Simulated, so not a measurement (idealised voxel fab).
Herein follows the process module entitled voxel self aligned vias.
Shown is cross-section cut, with a width of 180 nm and square cells of size 5 nm.
A cross-section is a grid of square cells, given in bands from the top down. A band is one or more rows of cells. What a band's entry tells you: where the top is and where the bottom is, as heights in nm, and after that what lies inside, material by material from left to right, each with its width in nm. Empty space is written as the word "blank", and a single material marked with the word "all across" occupies the band from edge to edge. Below 0: as-received wafer, all one material; heights counted from there. Lowest band: no bottom, goes on down, written "0 down". It should be noted that a width expressed as "30->40" varies in equal increments from row to row of cells within the band, taking the value of the first number at the top row and that of the second number at the bottom row. Any step labelled "identical to before" changed none of the cells in the cross-section. In the "Closed void inventory" entry, you get each enclosed empty space of 8 cells or more, one with no open way to the top, written width x height at distance, distance from the left edge, in nm. What comes after the settings on a step's line is commentary from the simulator itself on that step. On any step carrying a mask, the "overlay nm" setting, if present on the step's line, tells how far right of its planned place the mask lay; negative values point to the left.
# This section lists the process steps that were planned
1) op RECEIVE | material Si
2) op CONFORMAL_DEP | material SiO2 | thk nm 10
3) op CONFORMAL_DEP | material SiCN | thk nm 5
4) op DIRECTIONAL_DEP | material lowk | thk nm 25
5) op MASKED_ETCH | tone open | mask id LINES | width nm 30 | pitch nm 75 | etch materials lowk | depth nm 25 | overlay nm 0
6) op CONFORMAL_DEP | material TiN | thk nm 5
7) op FILL_DEP | material Ru | thk nm 5
8) op CMP | height nm 40
9) op SELECTIVE_ETCH | etch materials W Ru TiN | depth nm 5
10) op FILL_DEP | material SiN | thk nm 5
11) op CMP | height nm 40
12) op DIRECTIONAL_DEP | material lowk | thk nm 20
13) op DIRECTIONAL_DEP | material aC | thk nm 15
14) op PATTERN | tone open | mask id VIAS | material resist | width nm 40 | pitch nm 75 | thk nm 30 | overlay nm 0
15) op DIRECTIONAL_ETCH | etch materials aC | depth nm 15
16) op STRIP | etch materials resist
17) op DIRECTIONAL_ETCH | etch materials lowk | depth nm 20
18) op DIRECTIONAL_ETCH | etch materials SiN | depth nm 5
19) op STRIP | etch materials aC
20) op CONFORMAL_DEP | material TiN | thk nm 5
21) op FILL_DEP | material Ru | thk nm 5
22) op CMP | height nm 60
23) op CONFORMAL_DEP | material SiN | thk nm 5
Wafer-to-wafer difference: width nm, step 14. Common start. Plan = first wafer's value.
# The first of several wafers, as received after step 1, seen in section
> 0 down: Si all across
> Closed void inventory: none
# Once step 23, the last step, is complete, the module is at its end; this is the cross-section of the first of several wafers
> 65 to 60: SiN all across
> 60 to 45: 30 of lowk | 5 of TiN | 30 of Ru | 5 of TiN | 35 of lowk | 5 of TiN | 30 of Ru | 5 of TiN | 35 of lowk
> 45 to 40: 30 of lowk | 10 of TiN | 20 of Ru | 10 of TiN | 35 of lowk | 10 of TiN | 20 of Ru | 10 of TiN | 35 of lowk
> 40 to 35: 35 of lowk | 30 of TiN | 45 of lowk | 30 of TiN | 40 of lowk
> 35 to 20: 35 of lowk | 5 of TiN | 20 of Ru | 5 of TiN | 45 of lowk | 5 of TiN | 20 of Ru | 5 of TiN | 40 of lowk
> 20 to 15: 35 of lowk | 30 of TiN | 45 of lowk | 30 of TiN | 40 of lowk
> 15 to 10: SiCN all across
> 10 to 0: SiO2 all across
> 0 down: Si all across
> Closed void inventory: none
# The last wafer as seen in cross-section at the end of the module
> 65 to 60: SiN all across
> 60 to 45: 20 of lowk | 5 of TiN | 50 of Ru | 5 of TiN | 15 of lowk | 5 of TiN | 50 of Ru | 5 of TiN | 25 of lowk
> 45 to 40: 20 of lowk | 20 of TiN | 20 of Ru | 20 of TiN | 15 of lowk | 20 of TiN | 20 of Ru | 20 of TiN | 25 of lowk
> 40 to 35: 35 of lowk | 30 of TiN | 45 of lowk | 30 of TiN | 40 of lowk
> 35 to 20: 35 of lowk | 5 of TiN | 20 of Ru | 5 of TiN | 45 of lowk | 5 of TiN | 20 of Ru | 5 of TiN | 40 of lowk
> 20 to 15: 35 of lowk | 30 of TiN | 45 of lowk | 30 of TiN | 40 of lowk
> 15 to 10: SiCN all across
> 10 to 0: SiO2 all across
> 0 down: Si all across
> Closed void inventory: none
# Heads up, this table goes wafer by wafer. A row tells you, at the end of the module, how many cells of each material that wafer has put on (+) or dropped (-) since it was received, and then its closed voids
width nm 40; +68 Ru; +36 SiCN; +36 SiN; +72 SiO2; +56 TiN; +200 lowk; Closed void inventory: none
width nm 45; +74 Ru; +36 SiCN; +36 SiN; +72 SiO2; +58 TiN; +192 lowk; Closed void inventory: none
width nm 50; +80 Ru; +36 SiCN; +36 SiN; +72 SiO2; +60 TiN; +184 lowk; Closed void inventory: none
width nm 55; +86 Ru; +36 SiCN; +36 SiN; +72 SiO2; +62 TiN; +176 lowk; Closed void inventory: none
width nm 60; +92 Ru; +36 SiCN; +36 SiN; +72 SiO2; +64 TiN; +168 lowk; Closed void inventory: none
